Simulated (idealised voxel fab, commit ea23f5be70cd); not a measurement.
process module | voxel released beams
This is section cut - it's 200 nm across, gridded in 5 nm square cells.
If you're reading a cross-section in this doc, picture square cells in a grid; it comes to you as bands, top ones listed first down to the bottom, and a band can be one or more rows of cells.
Heights first: top, then bottom, in nm. Then materials, left to right, each with a width in nm. "edge to edge" on a single material: fills the band edge to edge. "empty": empty space.
Below 0: as-received wafer, all one material; heights counted from there. Lowest band: no bottom, goes on down, written "0 down".
Note: "30 to 40" means the width goes from the first number (top row of the band) to the second number (bottom row) in equal steps per row of cells.
A step reported as "no alteration" is a step in which no cell of the cross-section changed.
You'll see "Closed internal cavities" listing empty spaces that have no way open to the top, as long as they're 8 cells or more; the notation is width x height at distance, where the distance is from the left edge, and all of it is in nm.
Text after the settings on a step's line: the simulator's own remark on that step.
When a step includes a mask, the "overlay nm" setting on its line states how far to the right of its planned place that mask lay, and negative values state how far to the left.

[The following list gives the planned process steps]
1) RECEIVE (material Si)
2) CONFORMAL_DEP (material SiN; thk nm 10)
3) DIRECTIONAL_DEP (material SiO2; thk nm 20)
4) MASKED_ETCH (tone open; mask id ANCHOR; width nm 20; etch materials SiO2; depth nm 20; overlay nm 0)
5) CONFORMAL_DEP (material TiN; thk nm 10)
6) DIRECTIONAL_DEP (material aC; thk nm 15)
7) PATTERN (tone cover; mask id BEAM; material resist; width nm 100; thk nm 30; overlay nm 0)
8) DIRECTIONAL_ETCH (etch materials aC; depth nm 15)
9) STRIP (etch materials resist)
10) DIRECTIONAL_ETCH (etch materials TiN; depth nm 10)
11) STRIP (etch materials aC)
12) STRIP (etch materials SiO2)
Be aware that, although all wafers share a common starting state, the width nm at step 4 differs among them, and the plan displays the first wafer's value.

[First of several wafers (as received, post step 1), cross-sectional view]
0 down | Si edge to edge
Closed internal cavities: none

[Here's the first of several wafers in cross-section, end of the module, after the last step, step 12]
40 to 30 | empty 45 | TiN 100 | empty 55
30 to 10 | empty 55 | TiN 20 | empty 125
10 to 0 | SiN edge to edge
0 down | Si edge to edge
Closed internal cavities: none

[Here's the last wafer cross-sectioned at the end of the module]
40 to 30 | empty 45 | TiN 10 | empty 25 | TiN 65 | empty 55
30 to 20 | empty 45 | TiN 10 | empty 25 | TiN 10 | empty 110
20 to 10 | empty 45 | TiN 45 | empty 110
10 to 0 | SiN edge to edge
0 down | Si edge to edge
Closed internal cavities: none

[The following table contains a row per wafer, in which are reported, at the conclusion of the module, the cells of each material gained (+) or lost (-) since the wafer's receipt, with its closed voids given thereafter]
width nm 20, +80 SiN, +56 TiN, Closed internal cavities: none
width nm 25, +80 SiN, +56 TiN, Closed internal cavities: none
width nm 30, +80 SiN, +56 TiN, Closed internal cavities: none
width nm 35, +80 SiN, +56 TiN, Closed internal cavities: none
width nm 40, +80 SiN, +56 TiN, Closed internal cavities: none
width nm 45, +80 SiN, +56 TiN, Closed internal cavities: none
